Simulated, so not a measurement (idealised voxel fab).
A process module follows: voxel wiring stack.
Cross-section cut: width 285 nm, square cells of 5 nm.
Format of a cross-section: grid, square cells. Given as bands. Order: top down. Band: one or more rows of cells. Basically the band line says how high the top is and how high the bottom is, in nm, and then what's in it from left to right, every material with its width in nm. Empty space shows up as "empty", and if a single material carries "full width" it runs the full band edge to edge. Ref level 0: as-received wafer is one material below here. Bottom band extends down with no lower bound ("0 nm and below"). A two-number width, for instance "30->40", indicates that the width is equal to the first number in the top row of the band and to the second number in the bottom row, and that it changes by a constant amount per row of cells. "nothing was modified" means the step left every cell of the cross-section as it was. Each empty space that has no open way to the top and spans at least 8 cells appears under "Enclosed cavity list" as width x height at distance, the distance counted from the left edge, all in nm. Read whatever lies past the settings on a step's line as the simulator's own remark about the step. overlay nm: for a step with a mask, the amount by which the mask lay right of where it was planned; a negative amount means left of it.
The process steps that were planned are listed below:
| 1 | RECEIVE with material Si |
| 2 | CONFORMAL_DEP with material SiO2, thk nm 15 |
| 3 | DIRECTIONAL_DEP with material TiN, thk nm 5 |
| 4 | DIRECTIONAL_DEP with material Ru, thk nm 15 |
| 5 | PATTERN with tone cover, mask id METAL_1, material resist, width nm 25, pitch nm 40, thk nm 20, overlay nm 0 |
| 6 | DIRECTIONAL_ETCH with etch materials Ru, depth nm 15 |
| 7 | DIRECTIONAL_ETCH with etch materials TiN, depth nm 5 |
| 8 | STRIP with etch materials resist |
| 9 | CONFORMAL_DEP with material SiCN, thk nm 5 |
| 10 | FILL_DEP with material SiO2, thk nm 10 |
| 11 | CMP with height nm 35 |
| 12 | CONFORMAL_DEP with material SiCN, thk nm 5 |
| 13 | DIRECTIONAL_DEP with material SiO2, thk nm 25 |
| 14 | PATTERN with tone open, mask id METAL_2_HOLES, material resist, width nm 15, pitch nm 40, thk nm 20, overlay nm 0 |
| 15 | DIRECTIONAL_ETCH with etch materials SiO2, depth nm 25 |
| 16 | STRIP with etch materials resist |
| 17 | DIRECTIONAL_DEP with material aC, thk nm 10 |
| 18 | PATTERN with tone open, mask id METAL_2, material resist, width nm 15, pitch nm 40, thk nm 25, overlay nm 0 |
| 19 | DIRECTIONAL_ETCH with etch materials aC, depth nm 10 |
| 20 | STRIP with etch materials resist |
| 21 | DIRECTIONAL_ETCH with etch materials SiO2, depth nm 15 |
| 22 | DIRECTIONAL_ETCH with etch materials SiCN, depth nm 5 |
| 23 | STRIP with etch materials aC |
| 24 | CONFORMAL_DEP with material TiN, thk nm 5 |
| 25 | FILL_DEP with material Ru, thk nm 10 |
| 26 | CMP with height nm 65 |
| 27 | CONFORMAL_DEP with material SiN, thk nm 5 |
Same starting wafers, different width nm at step 18. Plan value belongs to the first wafer.
Cross-section of the first of several wafers on receipt, reflecting completion of step 1:
	0 nm and below | Si full width
	Enclosed cavity list: none
Take a look at the first of several wafers in cross-section: the module is done, and step 27 was its last step:
	70 nm to 65 nm | SiN full width
	65 nm to 55 nm | SiO2: 90; TiN: 5; Ru: 10; TiN: 5; SiO2: 20; TiN: 5; Ru: 10; TiN: 5; SiO2: 20; TiN: 5; Ru: 10; TiN: 5; SiO2: 95
	55 nm to 45 nm | SiO2: 90; TiN: 5; Ru: 5; TiN: 10->5; SiO2: 20->25; TiN: 5; Ru: 5; TiN: 10->5; SiO2: 20->25; TiN: 5; Ru: 5; TiN: 10->5; SiO2: 95->100
	45 nm to 40 nm | SiO2: 90; TiN: 15; SiO2: 25; TiN: 15; SiO2: 25; TiN: 15; SiO2: 100
	40 nm to 35 nm | SiCN: 95; TiN: 10; SiCN: 30; TiN: 10; SiCN: 30; TiN: 10; SiCN: 100
	35 nm to 20 nm | SiO2: 85; SiCN: 5; Ru: 25; SiCN: 5; SiO2: 5; SiCN: 5; Ru: 25; SiCN: 5; SiO2: 5; SiCN: 5; Ru: 25; SiCN: 5; SiO2: 85
	20 nm to 15 nm | SiCN: 90; TiN: 25; SiCN: 15; TiN: 25; SiCN: 15; TiN: 25; SiCN: 90
	15 nm to 0 nm | SiO2 full width
	0 nm and below | Si full width
	Enclosed cavity list: none
Cross-sectional view, end of module, last wafer of several:
	70 nm to 65 nm | SiN full width
	65 nm to 55 nm | SiO2: 90; TiN: 5; Ru: 15; TiN: 5; SiO2: 15; TiN: 5; Ru: 15; TiN: 5; SiO2: 15; TiN: 5; Ru: 15; TiN: 5; SiO2: 90
	55 nm to 50 nm | SiO2: 90; TiN: 5; Ru: 5; TiN: 15; SiO2: 15; TiN: 5; Ru: 5; TiN: 15; SiO2: 15; TiN: 5; Ru: 5; TiN: 15; SiO2: 90
	50 nm to 40 nm | SiO2: 90; TiN: 5; Ru: 5; TiN: 5; SiO2: 25; TiN: 5; Ru: 5; TiN: 5; SiO2: 25; TiN: 5; Ru: 5; TiN: 5; SiO2: 100
	40 nm to 35 nm | SiCN: 90; TiN: 15; SiCN: 25; TiN: 15; SiCN: 25; TiN: 15; SiCN: 100
	35 nm to 20 nm | SiO2: 85; SiCN: 5; Ru: 25; SiCN: 5; SiO2: 5; SiCN: 5; Ru: 25; SiCN: 5; SiO2: 5; SiCN: 5; Ru: 25; SiCN: 5; SiO2: 85
	20 nm to 15 nm | SiCN: 90; TiN: 25; SiCN: 15; TiN: 25; SiCN: 15; TiN: 25; SiCN: 90
	15 nm to 0 nm | SiO2 full width
	0 nm and below | Si full width
	Enclosed cavity list: none
Table: wafers, a row each; end-of-module cell change per material since receipt, gain (+), loss (-); then closed voids:
width nm 15 | +63 Ru | +111 SiCN | +57 SiN | +510 SiO2 | +57 TiN | Enclosed cavity list: none
width nm 20 | +69 Ru | +111 SiCN | +57 SiN | +501 SiO2 | +60 TiN | Enclosed cavity list: none
width nm 25 | +72 Ru | +108 SiCN | +57 SiN | +501 SiO2 | +60 TiN | Enclosed cavity list: none
